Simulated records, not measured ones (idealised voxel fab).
Documented hereafter: the process module known as voxel self aligned contacts.
Displayed cross-section: cut, width of 300 nm, square cells sized 5 nm.
How to read a cross-section here: the picture is a grid of square cells, written as bands going from the top down, and any band can span one or more rows of cells. First you get the band's top height and its bottom height, in nm, and then the materials it's made of, left to right, with each width in nm. If you see a single material with "edge to edge", that one covers the band edge to edge. "air" is empty space. The reference from which all heights are counted is 0, the level beneath which the as-received wafer is entirely one material; the lowest band, having no lower bound, proceeds downward and is written after the example "from 0 down". Note: "30 to 40" means the width goes from the first number (top row of the band) to the second number (bottom row) in equal steps per row of cells. "no alteration" -> step changed no cross-section cell. Enclosed voids (no open way to top), threshold 8 cells or more, entry "Catalogued sealed voids", notation width x height at distance, distance from left edge, nm. Post-settings text on a step line: simulator's own remark regarding the step. overlay nm: mask right of planned place by this much (step with mask). Neg. = left. Each pair below shows a cross-section before one step and the cross-section after it, down to the lowest band that changed. The line under each pair gives the step between them, with its settings. The pairs can come from different runs of this module on the same starting wafer, so a pair continues from the pair above only where its "Pre-step section" says so.
**Pre-step section**
    from 40 to 30 = SiO2 100  SiN 35  air 25  SiN 35  SiO2 105
    from 30 to 10 = SiO2 100  SiN 5  polySi 25  SiN 5  air 25  SiN 5  polySi 25  SiN 5  SiO2 105
    from 10 to 0 = polySi edge to edge
    from 0 to -5 = SiO2 edge to edge
    from -5 down = Si edge to edge
    Catalogued sealed voids: none
**Sectional View, Post-Process**
    from 45 to 40 = TiN 140  air 15  TiN 145
    from 40 to 30 = SiO2 100  SiN 35  TiN 5  air 15  TiN 5  SiN 35  SiO2 105
    from 30 to 15 = SiO2 100  SiN 5  polySi 25  SiN 5  TiN 5  air 15  TiN 5  SiN 5  polySi 25  SiN 5  SiO2 105
    from 15 to 10 = SiO2 100  SiN 5  polySi 25  SiN 5  TiN 25  SiN 5  polySi 25  SiN 5  SiO2 105
    No changes below 10.
    Catalogued sealed voids: none
Process step separating the two views above: CONFORMAL_DEP, material TiN, thk nm 5
Pre-step section: we pick up right where the pair above leaves off, with its after cross-section.
**Sectional View, Post-Process**
    from 50 to 45 = Ru edge to edge
    from 45 to 40 = TiN 140  Ru 15  TiN 145
    from 40 to 30 = SiO2 100  SiN 35  TiN 5  Ru 15  TiN 5  SiN 35  SiO2 105
    from 30 to 15 = SiO2 100  SiN 5  polySi 25  SiN 5  TiN 5  Ru 15  TiN 5  SiN 5  polySi 25  SiN 5  SiO2 105
    No changes below 15.
    Catalogued sealed voids: none
Process step separating the two views above: FILL_DEP, material Ru, thk nm 5
Pre-step section: we pick up right where the pair above leaves off, with its after cross-section.
**Sectional View, Post-Process**
    from 40 to 30 = SiO2 100  SiN 35  TiN 5  Ru 15  TiN 5  SiN 35  SiO2 105
    No changes below 30.
    Catalogued sealed voids: none
Process step separating the two views above: CMP, height nm 40
Pre-step section: we pick up right where the pair above leaves off, with its after cross-section.
**Sectional View, Post-Process**
    from 45 to 40 = SiN edge to edge
    No changes below 40.
    Catalogued sealed voids: none
Process step separating the two views above: CONFORMAL_DEP, material SiN, thk nm 5
**Pre-step section**
    from 35 to 20 = SiN edge to edge
    from 20 to 0 = polySi edge to edge
    from 0 to -5 = SiO2 edge to edge
    from -5 down = Si edge to edge
    Catalogued sealed voids: none
**Sectional View, Post-Process**
    from 35 to 20 = air 105  SiN 30  air 30  SiN 30  air 105
    No changes below 20.
    Catalogued sealed voids: none
Process step separating the two views above: MASKED_ETCH, tone cover, mask id GATE, width nm 30, pitch nm 60, etch materials SiN, depth nm 15, overlay nm 0
Pre-step section: we pick up right where the pair above leaves off, with its after cross-section.
**Sectional View, Post-Process**
    from 35 to 20 = air 105  SiN 30  air 30  SiN 30  air 105
    from 20 to 0 = air 105  polySi 30  air 30  polySi 30  air 105
    No changes below 0.
    Catalogued sealed voids: none
Process step separating the two views above: MASKED_ETCH, tone cover, mask id GATE, width nm 25, pitch nm 60, etch materials polySi, depth nm 20, overlay nm 0
Pre-step section: we pick up right where the pair above leaves off, with its after cross-section.
**Sectional View, Post-Process**
    from 40 to 20 = air 100  SiN 40  air 20  SiN 40  air 100
    from 20 to 5 = air 100  SiN 5  polySi 30  SiN 5  air 20  SiN 5  polySi 30  SiN 5  air 100
    from 5 to 0 = SiN 105  polySi 30  SiN 30  polySi 30  SiN 105
    No changes below 0.
    Catalogued sealed voids: none
Process step separating the two views above: CONFORMAL_DEP, material SiN, thk nm 5
Pre-step section: we pick up right where the pair above leaves off, with its after cross-section.
**Sectional View, Post-Process**
    from 35 to 20 = air 100  SiN 40  air 20  SiN 40  air 100
    from 20 to 0 = air 100  SiN 5  polySi 30  SiN 5  air 20  SiN 5  polySi 30  SiN 5  air 100
    No changes below 0.
    Catalogued sealed voids: none
Process step separating the two views above: DIRECTIONAL_ETCH, etch materials SiN, depth nm 5
Pre-step section: we pick up right where the pair above leaves off, with its after cross-section.
**Sectional View, Post-Process**
    from 50 to 35 = SiO2 edge to edge
    from 35 to 20 = SiO2 100  SiN 40  SiO2 20  SiN 40  SiO2 100
    from 20 to 0 = SiO2 100  SiN 5  polySi 30  SiN 5  SiO2 20  SiN 5  polySi 30  SiN 5  SiO2 100
    No changes below 0.
    Catalogued sealed voids: none
Process step separating the two views above: FILL_DEP, material SiO2, thk nm 15
Pre-step section: we pick up right where the pair above leaves off, with its after cross-section.
**Sectional View, Post-Process**
    from 40 to 35 = SiO2 edge to edge
    No changes below 35.
    Catalogued sealed voids: none
Process step separating the two views above: CMP, height nm 40
Pre-step section: we pick up right where the pair above leaves off, with its after cross-section.
**Sectional View, Post-Process**
    from 50 to 40 = aC edge to edge
    No changes below 40.
    Catalogued sealed voids: none
Process step separating the two views above: DIRECTIONAL_DEP, material aC, thk nm 10
Pre-step section: we pick up right where the pair above leaves off, with its after cross-section.
**Sectional View, Post-Process**
    from 80 to 50 = resist 125  air 45  resist 130
    No changes below 50.
    Catalogued sealed voids: none
Process step separating the two views above: PATTERN, tone open, mask id CONTACT, material resist, width nm 45, thk nm 30, overlay nm 0
Pre-step section: we pick up right where the pair above leaves off, with its after cross-section.
**Sectional View, Post-Process**
    from 70 to 50 = resist 125  air 45  resist 130
    from 50 to 40 = aC 125  air 45  aC 130
    No changes below 40.
    Catalogued sealed voids: none
Process step separating the two views above: DIRECTIONAL_ETCH, etch materials aC, depth nm 10
Pre-step section: we pick up right where the pair above leaves off, with its after cross-section.
**Sectional View, Post-Process**
    from 50 to 40 = aC 125  air 45  aC 130
    No changes below 40.
    Catalogued sealed voids: none
Process step separating the two views above: STRIP, etch materials resist
Pre-step section: we pick up right where the pair above leaves off, with its after cross-section.
**Sectional View, Post-Process**
    from 50 to 40 = aC 125  air 45  aC 130
    from 40 to 35 = SiO2 125  air 45  SiO2 130
    from 35 to 20 = SiO2 100  SiN 40  air 20  SiN 40  SiO2 100
    from 20 to 0 = SiO2 100  SiN 5  polySi 30  SiN 5  air 20  SiN 5  polySi 30  SiN 5  SiO2 100
    from 0 to -5 = SiO2 140  air 20  SiO2 140
    No changes below -5.
    Catalogued sealed voids: none
Process step separating the two views above: DIRECTIONAL_ETCH, etch materials SiO2, depth nm 45
Pre-step section: we pick up right where the pair above leaves off, with its after cross-section.
**Sectional View, Post-Process**
    from 40 to 35 = SiO2 125  air 45  SiO2 130
    No changes below 35.
    Catalogued sealed voids: none
Process step separating the two views above: STRIP, etch materials aC
Pre-step section: we pick up right where the pair above leaves off, with its after cross-section.
**Sectional View, Post-Process**
    from 45 to 40 = TiN 130  air 35  TiN 135
    from 40 to 35 = SiO2 125  TiN 20  air 10  TiN 15  SiO2 130
    from 35 to 20 = SiO2 100  SiN 40  TiN 5  air 10  TiN 5  SiN 40  SiO2 100
    from 20 to 0 = SiO2 100  SiN 5  polySi 30  SiN 5  TiN 5  air 10  TiN 5  SiN 5  polySi 30  SiN 5  SiO2 100
    from 0 to -5 = SiO2 140  TiN 20  SiO2 140
    No changes below -5.
    Catalogued sealed voids: none
Process step separating the two views above: CONFORMAL_DEP, material TiN, thk nm 5
Pre-step section: we pick up right where the pair above leaves off, with its after cross-section.
**Sectional View, Post-Process**
    from 50 to 45 = Ru edge to edge
    from 45 to 40 = TiN 130  Ru 35  TiN 135
    from 40 to 35 = SiO2 125  TiN 20  Ru 10  TiN 15  SiO2 130
    from 35 to 20 = SiO2 100  SiN 40  TiN 5  Ru 10  TiN 5  SiN 40  SiO2 100
    from 20 to 0 = SiO2 100  SiN 5  polySi 30  SiN 5  TiN 5  Ru 10  TiN 5  SiN 5  polySi 30  SiN 5  SiO2 100
    No changes below 0.
    Catalogued sealed voids: none
Process step separating the two views above: FILL_DEP, material Ru, thk nm 5
Pre-step section: we pick up right where the pair above leaves off, with its after cross-section.
**Sectional View, Post-Process**
    from 40 to 35 = SiO2 125  TiN 20  Ru 10  TiN 15  SiO2 130
    No changes below 35.
    Catalogued sealed voids: none
Process step separating the two views above: CMP, height nm 40
Pre-step section: we pick up right where the pair above leaves off, with its after cross-section.
**Sectional View, Post-Process**
    from 45 to 40 = SiN edge to edge
    No changes below 40.
    Catalogued sealed voids: none
Process step separating the two views above: CONFORMAL_DEP, material SiN, thk nm 5
**Pre-step section**
    from 35 to 20 = air 105  SiN 25  air 35  SiN 25  air 110
    from 20 to 0 = polySi edge to edge
    from 0 to -5 = SiO2 edge to edge
    from -5 down = Si edge to edge
    Catalogued sealed voids: none
**Sectional View, Post-Process**
    from 35 to 20 = air 105  SiN 25  air 35  SiN 25  air 110
    from 20 to 0 = air 100  polySi 30  air 30  polySi 30  air 110
    No changes below 0.
    Catalogued sealed voids: none
Process step separating the two views above: MASKED_ETCH, tone cover, mask id GATE, width nm 25, pitch nm 60, etch materials polySi, depth nm 20, overlay nm -5
Pre-step section: we pick up right where the pair above leaves off, with its after cross-section.
**Sectional View, Post-Process**
    from 40 to 25 = air 100  SiN 35  air 25  SiN 35  air 105
    from 25 to 20 = air 95  SiN 40  air 20  SiN 40  air 105
    from 20 to 5 = air 95  SiN 5  polySi 30  SiN 5  air 20  SiN 5  polySi 30  SiN 5  air 105
    from 5 to 0 = SiN 100  polySi 30  SiN 30  polySi 30  SiN 110
    No changes below 0.
    Catalogued sealed voids: none
Process step separating the two views above: CONFORMAL_DEP, material SiN, thk nm 5
Pre-step section: we pick up right where the pair above leaves off, with its after cross-section.
**Sectional View, Post-Process**
    from 35 to 20 = air 100  SiN 35  air 25  SiN 35  air 105
    from 20 to 0 = air 95  SiN 5  polySi 30  SiN 5  air 20  SiN 5  polySi 30  SiN 5  air 105
    No changes below 0.
    Catalogued sealed voids: none
Process step separating the two views above: DIRECTIONAL_ETCH, etch materials SiN, depth nm 5
Pre-step section: we pick up right where the pair above leaves off, with its after cross-section.
**Sectional View, Post-Process**
    from 50 to 35 = SiO2 edge to edge
    from 35 to 20 = SiO2 100  SiN 35  SiO2 25  SiN 35  SiO2 105
    from 20 to 0 = SiO2 95  SiN 5  polySi 30  SiN 5  SiO2 20  SiN 5  polySi 30  SiN 5  SiO2 105
    No changes below 0.
    Catalogued sealed voids: none
Process step separating the two views above: FILL_DEP, material SiO2, thk nm 15
Pre-step section: we pick up right where the pair above leaves off, with its after cross-section.
**Sectional View, Post-Process**
    from 40 to 35 = SiO2 edge to edge
    No changes below 35.
    Catalogued sealed voids: none
Process step separating the two views above: CMP, height nm 40
Pre-step section: we pick up right where the pair above leaves off, with its after cross-section.
**Sectional View, Post-Process**
    from 50 to 40 = aC edge to edge
    No changes below 40.
    Catalogued sealed voids: none
Process step separating the two views above: DIRECTIONAL_DEP, material aC, thk nm 10
Pre-step section: we pick up right where the pair above leaves off, with its after cross-section.
**Sectional View, Post-Process**
    from 80 to 50 = resist 125  air 45  resist 130
    No changes below 50.
    Catalogued sealed voids: none
Process step separating the two views above: PATTERN, tone open, mask id CONTACT, material resist, width nm 45, thk nm 30, overlay nm 0
Pre-step section: we pick up right where the pair above leaves off, with its after cross-section.
**Sectional View, Post-Process**
    from 70 to 50 = resist 125  air 45  resist 130
    from 50 to 40 = aC 125  air 45  aC 130
    No changes below 40.
    Catalogued sealed voids: none
Process step separating the two views above: DIRECTIONAL_ETCH, etch materials aC, depth nm 10
Pre-step section: we pick up right where the pair above leaves off, with its after cross-section.
**Sectional View, Post-Process**
    from 50 to 40 = aC 125  air 45  aC 130
    No changes below 40.
    Catalogued sealed voids: none
Process step separating the two views above: STRIP, etch materials resist
Pre-step section: we pick up right where the pair above leaves off, with its after cross-section.
**Sectional View, Post-Process**
    from 50 to 40 = aC 125  air 45  aC 130
    from 40 to 35 = SiO2 125  air 45  SiO2 130
    from 35 to 20 = SiO2 100  SiN 35  air 25  SiN 35  SiO2 105
    from 20 to 0 = SiO2 95  SiN 5  polySi 30  SiN 5  air 20  SiN 5  polySi 30  SiN 5  SiO2 105
    from 0 to -5 = SiO2 135  air 20  SiO2 145
    No changes below -5.
    Catalogued sealed voids: none
Process step separating the two views above: DIRECTIONAL_ETCH, etch materials SiO2, depth nm 45
Pre-step section: we pick up right where the pair above leaves off, with its after cross-section.
**Sectional View, Post-Process**
    from 40 to 35 = SiO2 125  air 45  SiO2 130
    No changes below 35.
    Catalogued sealed voids: none
Process step separating the two views above: STRIP, etch materials aC
Pre-step section: we pick up right where the pair above leaves off, with its after cross-section.
**Sectional View, Post-Process**
    from 45 to 40 = TiN 130  air 35  TiN 135
    from 40 to 35 = SiO2 125  TiN 15  air 15  TiN 15  SiO2 130
    from 35 to 25 = SiO2 100  SiN 35  TiN 5  air 15  TiN 5  SiN 35  SiO2 105
    from 25 to 20 = SiO2 100  SiN 35  TiN 5  air 10  TiN 10  SiN 35  SiO2 105
    from 20 to 0 = SiO2 95  SiN 5  polySi 30  SiN 5  TiN 5  air 10  TiN 5  SiN 5  polySi 30  SiN 5  SiO2 105
    from 0 to -5 = SiO2 135  TiN 20  SiO2 145
    No changes below -5.
    Catalogued sealed voids: none
Process step separating the two views above: CONFORMAL_DEP, material TiN, thk nm 5
Pre-step section: we pick up right where the pair above leaves off, with its after cross-section.
**Sectional View, Post-Process**
    from 50 to 45 = Ru edge to edge
    from 45 to 40 = TiN 130  Ru 35  TiN 135
    from 40 to 35 = SiO2 125  TiN 15  Ru 15  TiN 15  SiO2 130
    from 35 to 25 = SiO2 100  SiN 35  TiN 5  Ru 15  TiN 5  SiN 35  SiO2 105
    from 25 to 20 = SiO2 100  SiN 35  TiN 5  Ru 10  TiN 10  SiN 35  SiO2 105
    from 20 to 0 = SiO2 95  SiN 5  polySi 30  SiN 5  TiN 5  Ru 10  TiN 5  SiN 5  polySi 30  SiN 5  SiO2 105
    No changes below 0.
    Catalogued sealed voids: none
Process step separating the two views above: FILL_DEP, material Ru, thk nm 5
Pre-step section: we pick up right where the pair above leaves off, with its after cross-section.
**Sectional View, Post-Process**
    from 40 to 35 = SiO2 125  TiN 15  Ru 15  TiN 15  SiO2 130
    No changes below 35.
    Catalogued sealed voids: none
Process step separating the two views above: CMP, height nm 40
Pre-step section: we pick up right where the pair above leaves off, with its after cross-section.
**Sectional View, Post-Process**
    from 45 to 40 = SiN edge to edge
    No changes below 40.
    Catalogued sealed voids: none
Process step separating the two views above: CONFORMAL_DEP, material SiN, thk nm 5
**Pre-step section**
    from 45 to 40 = TiN 130  air 35  TiN 135
    from 40 to 35 = SiO2 125  TiN 15  air 15  TiN 15  SiO2 130
    from 35 to 20 = SiO2 100  SiN 35  TiN 5  air 15  TiN 5  SiN 35  SiO2 105
    from 20 to 0 = SiO2 100  SiN 5  polySi 25  SiN 5  TiN 5  air 15  TiN 5  SiN 5  polySi 25  SiN 5  SiO2 105
    from 0 to -5 = SiO2 135  TiN 25  SiO2 140
    from -5 down = Si edge to edge
    Catalogued sealed voids: none
**Sectional View, Post-Process**
    from 50 to 45 = aC edge to edge
    from 45 to 40 = TiN 130  aC 35  TiN 135
    from 40 to 35 = SiO2 125  TiN 15  aC 15  TiN 15  SiO2 130
    from 35 to 20 = SiO2 100  SiN 35  TiN 5  aC 15  TiN 5  SiN 35  SiO2 105
    from 20 to 0 = SiO2 100  SiN 5  polySi 25  SiN 5  TiN 5  aC 15  TiN 5  SiN 5  polySi 25  SiN 5  SiO2 105
    No changes below 0.
    Catalogued sealed voids: none
Process step separating the two views above: FILL_DEP, material aC, thk nm 5
Pre-step section: we pick up right where the pair above leaves off, with its after cross-section.
**Sectional View, Post-Process**
    from 40 to 35 = SiO2 125  TiN 15  aC 15  TiN 15  SiO2 130
    No changes below 35.
    Catalogued sealed voids: none
Process step separating the two views above: CMP, height nm 40
Pre-step section: we pick up right where the pair above leaves off, with its after cross-section.
**Sectional View, Post-Process**
    from 45 to 40 = SiN edge to edge
    No changes below 40.
    Catalogued sealed voids: none
Process step separating the two views above: CONFORMAL_DEP, material SiN, thk nm 5
**Pre-step section**
    from 35 to 20 = SiN edge to edge
    from 20 to 0 = polySi edge to edge
    from 0 to -5 = SiO2 edge to edge
    from -5 down = Si edge to edge
    Catalogued sealed voids: none
**Sectional View, Post-Process**
    from 35 to 20 = SiN 105  air 25  SiN 35  air 25  SiN 110
    No changes below 20.
    Catalogued sealed voids: none
Process step separating the two views above: MASKED_ETCH, tone open, mask id GATE, width nm 25, pitch nm 60, etch materials SiN, depth nm 15, overlay nm 0
Pre-step section: we pick up right where the pair above leaves off, with its after cross-section.
**Sectional View, Post-Process**
    from 40 to 25 = SiN 110  air 15  SiN 45  air 15  SiN 115
    from 25 to 20 = SiN edge to edge
    No changes below 20.
    Catalogued sealed voids: none
Process step separating the two views above: CONFORMAL_DEP, material SiN, thk nm 5
Pre-step section: we pick up right where the pair above leaves off, with its after cross-section.
**Sectional View, Post-Process**
    from 35 to 20 = SiN 110  air 15  SiN 45  air 15  SiN 115
    No changes below 20.
    Catalogued sealed voids: none
Process step separating the two views above: DIRECTIONAL_ETCH, etch materials SiN, depth nm 5
Pre-step section: we pick up right where the pair above leaves off, with its after cross-section.
**Sectional View, Post-Process**
    from 50 to 35 = SiO2 edge to edge
    from 35 to 20 = SiN 110  SiO2 15  SiN 45  SiO2 15  SiN 115
    No changes below 20.
    Catalogued sealed voids: none
Process step separating the two views above: FILL_DEP, material SiO2, thk nm 15
Pre-step section: we pick up right where the pair above leaves off, with its after cross-section.
**Sectional View, Post-Process**
    from 40 to 35 = SiO2 edge to edge
    No changes below 35.
    Catalogued sealed voids: none
Process step separating the two views above: CMP, height nm 40
Pre-step section: we pick up right where the pair above leaves off, with its after cross-section.
**Sectional View, Post-Process**
    from 50 to 40 = aC edge to edge
    No changes below 40.
    Catalogued sealed voids: none
Process step separating the two views above: DIRECTIONAL_DEP, material aC, thk nm 10
Pre-step section: we pick up right where the pair above leaves off, with its after cross-section.
**Sectional View, Post-Process**
    from 80 to 50 = resist 125  air 45  resist 130
    No changes below 50.
    Catalogued sealed voids: none
Process step separating the two views above: PATTERN, tone open, mask id CONTACT, material resist, width nm 45, thk nm 30, overlay nm 0
Pre-step section: we pick up right where the pair above leaves off, with its after cross-section.
**Sectional View, Post-Process**
    from 70 to 50 = resist 125  air 45  resist 130
    from 50 to 40 = aC 125  air 45  aC 130
    No changes below 40.
    Catalogued sealed voids: none
Process step separating the two views above: DIRECTIONAL_ETCH, etch materials aC, depth nm 10
Pre-step section: we pick up right where the pair above leaves off, with its after cross-section.
**Sectional View, Post-Process**
    from 50 to 40 = aC 125  air 45  aC 130
    No changes below 40.
    Catalogued sealed voids: none
Process step separating the two views above: STRIP, etch materials resist
Pre-step section: we pick up right where the pair above leaves off, with its after cross-section.
**Sectional View, Post-Process**
    from 50 to 40 = aC 125  air 45  aC 130
    from 40 to 35 = SiO2 125  air 45  SiO2 130
    No changes below 35.
    Catalogued sealed voids: none
Process step separating the two views above: DIRECTIONAL_ETCH, etch materials SiO2, depth nm 45
Pre-step section: we pick up right where the pair above leaves off, with its after cross-section.
**Sectional View, Post-Process**
    from 40 to 35 = SiO2 125  air 45  SiO2 130
    No changes below 35.
    Catalogued sealed voids: none
Process step separating the two views above: STRIP, etch materials aC
Pre-step section: we pick up right where the pair above leaves off, with its after cross-section.
**Sectional View, Post-Process**
    from 45 to 40 = TiN 130  air 35  TiN 135
    from 40 to 35 = SiO2 125  TiN 45  SiO2 130
    No changes below 35.
    Catalogued sealed voids: none
Process step separating the two views above: CONFORMAL_DEP, material TiN, thk nm 5
Pre-step section: we pick up right where the pair above leaves off, with its after cross-section.
**Sectional View, Post-Process**
    from 50 to 45 = Ru edge to edge
    from 45 to 40 = TiN 130  Ru 35  TiN 135
    No changes below 40.
    Catalogued sealed voids: none
Process step separating the two views above: FILL_DEP, material Ru, thk nm 5
Pre-step section: we pick up right where the pair above leaves off, with its after cross-section.
**Sectional View, Post-Process**
    from 40 to 35 = SiO2 125  TiN 45  SiO2 130
    No changes below 35.
    Catalogued sealed voids: none
Process step separating the two views above: CMP, height nm 40
Pre-step section: we pick up right where the pair above leaves off, with its after cross-section.
**Sectional View, Post-Process**
    from 45 to 40 = SiN edge to edge
    No changes below 40.
    Catalogued sealed voids: none
Process step separating the two views above: CONFORMAL_DEP, material SiN, thk nm 5
